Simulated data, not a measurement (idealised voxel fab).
This is a process module. Its name is voxel double patterning.
Pictured: cross-section cut, 205 nm wide, on a grid of 5 nm square cells.
Cross-section, as written here: a square-cell grid given band by band from the top down, where a band holds one or more rows of cells.
In this notation a band is specified by the heights of its top and bottom, in that order and in nm, after which its materials appear from left to right, each paired with its width in nm. The word "edge to edge" attached to a single material means that material fills the band from edge to edge; the word "empty" stands for empty space.
Zero point of the height axis is 0; under it, received wafer = one material. Lowest band: continues down indefinitely, "0..down".
It should be noted that a width expressed as "30 to 40" varies in equal increments from row to row of cells within the band, taking the value of the first number at the top row and that of the second number at the bottom row.
It should be understood that the words "no alterations made", when stated for a given step, signify that the cross-section underwent no change in any of its cells during that step.
The label "Sealed void list" introduces a list of the empty spaces, 8 cells or larger, that have no open way up to the top; each entry in it reads width x height at distance, where the distance is taken from the left edge and all three are stated in nm.
Read whatever lies past the settings on a step's line as the simulator's own remark about the step.
Each step line may optionally specify "overlay nm", which for a step with a mask gives the rightward distance between the mask's planned place and where it lay, a negative value indicating the leftward direction.
-- The steps planned for the process are as follows
step 1: op RECEIVE | material Si
step 2: op CONFORMAL_DEP | material SiO2 | thk nm 10
step 3: op DIRECTIONAL_DEP | material TiN | thk nm 15
step 4: op DIRECTIONAL_DEP | material SiCN | thk nm 10
step 5: op MASKED_ETCH | tone open | mask id FIRST | width nm 15 | pitch nm 50 | etch materials SiCN | depth nm 10 | overlay nm 0
step 6: op MASKED_ETCH | tone open | mask id SECOND | width nm 15 | etch materials SiCN | depth nm 10 | overlay nm 0
step 7: op DIRECTIONAL_ETCH | etch materials TiN | depth nm 15
step 8: op STRIP | etch materials SiCN
-- Incoming wafer in cross-section (state: after step 1)
  0..down: Si edge to edge
  Sealed void list: none
-- First wafer of two, sectioned at end of module; run went per plan
  25..10: TiN 70 nm | empty 15 nm | TiN 10 nm | empty 15 nm | TiN 10 nm | empty 15 nm | TiN 70 nm
  10..0: SiO2 edge to edge
  0..down: Si edge to edge
  Sealed void list: none
-- Now the second wafer, cross-sectioned at the end of the module. Nothing different at the start, nothing different in the plan compared with the first, just one mistake when it was actually run
  25..10: empty 95 nm | TiN 15 nm | empty 95 nm
  10..0: SiO2 edge to edge
  0..down: Si edge to edge
  Sealed void list: none
It is concluded that the wafer was processed incorrectly with respect to the plan, in that step 6 changed vs plan, executed as op MASKED_ETCH | tone cover | mask id SECOND | width nm 15 | etch materials SiCN | depth nm 10 | overlay nm 0
Final tally in cells, some materials are higher or lower on the second wafer than on the first: 87 fewer of TiN
